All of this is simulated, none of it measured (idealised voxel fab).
Name of the process module below: voxel released beams
For reference, the cross-section in this document is cut, with width 290 nm and square cells of 5 nm.
Cross-section format: a grid of square cells, given as bands from top to bottom; each band is one or more rows of cells.
Per band: top height and bottom height in nm, followed by the left-to-right materials and their widths in nm; "everywhere" marks a single material spanning edge to edge, "air" marks empty space.
Convention: height 0 is the level below which the wafer, as received, is all one material. The lowest band does not terminate at the bottom but continues downward, represented as "0 down".
So if you see something like "30..40" for the width, read it as the top row of the band sitting at the first number and the bottom row at the second, with every row in between moving by the same amount as the last.
The cross-section has no changed cell in any step marked "no change".
The entry titled "Closed-off voids" provides the empty spaces that have no open way to the top, restricted to those of 8 cells or more. Each is presented as width x height at distance, the distance being measured from the left edge, with all three in nm.
Note: text after step settings on the step line = simulator remark on that step.
"overlay nm" answers the question of how far to the right of plan the mask lay on a step that has a mask, and when it is negative the answer is to the left.
-- Listed below are the process steps as planned
step 1: RECEIVE | material Si
step 2: CONFORMAL_DEP | material SiN | thk nm 10
step 3: DIRECTIONAL_DEP | material SiO2 | thk nm 10
step 4: MASKED_ETCH | tone open | mask id ANCHOR | width nm 40 | etch materials SiO2 | depth nm 10 | overlay nm 0
step 5: CONFORMAL_DEP | material TiN | thk nm 15
step 6: DIRECTIONAL_DEP | material aC | thk nm 15
step 7: PATTERN | tone cover | mask id BEAM | material resist | width nm 100 | thk nm 35 | overlay nm 0
step 8: DIRECTIONAL_ETCH | etch materials aC | depth nm 15
step 9: STRIP | etch materials resist
step 10: DIRECTIONAL_ETCH | etch materials TiN | depth nm 15
step 11: STRIP | etch materials aC
step 12: STRIP | etch materials SiO2
-- Here's what the wafer looked like in cross-section when it arrived - that's after step 1
0 down  Si everywhere
Closed-off voids: none
-- The first of two wafers, cross-sectioned at the end of the module, with the run proceeding as planned
35 to 25  90 nm air / 20 nm TiN / 10 nm air / 70 nm TiN / 100 nm air
25 to 20  90 nm air / 100 nm TiN / 100 nm air
20 to 10  95 nm air / 40 nm TiN / 155 nm air
10 to 0  SiN everywhere
0 down  Si everywhere
Closed-off voids: none
-- So this is wafer number two of the two, cut at the end of the module - it started where the first did and had the same plan, we just got one thing wrong running it
35 to 25  90 nm air / 15 nm TiN / 10 nm air / 75 nm TiN / 100 nm air
25 to 20  90 nm air / 100 nm TiN / 100 nm air
20 to 10  90 nm air / 40 nm TiN / 160 nm air
10 to 0  SiN everywhere
0 down  Si everywhere
Closed-off voids: none
So what did we get wrong on this run? step 4 was not run as planned; what actually ran was MASKED_ETCH | tone open | mask id ANCHOR | width nm 40 | etch materials SiO2 | depth nm 10 | overlay nm -5
Same inventory, different map: at the end, the second wafer holds as many cells of each material as the first, placed elsewhere.
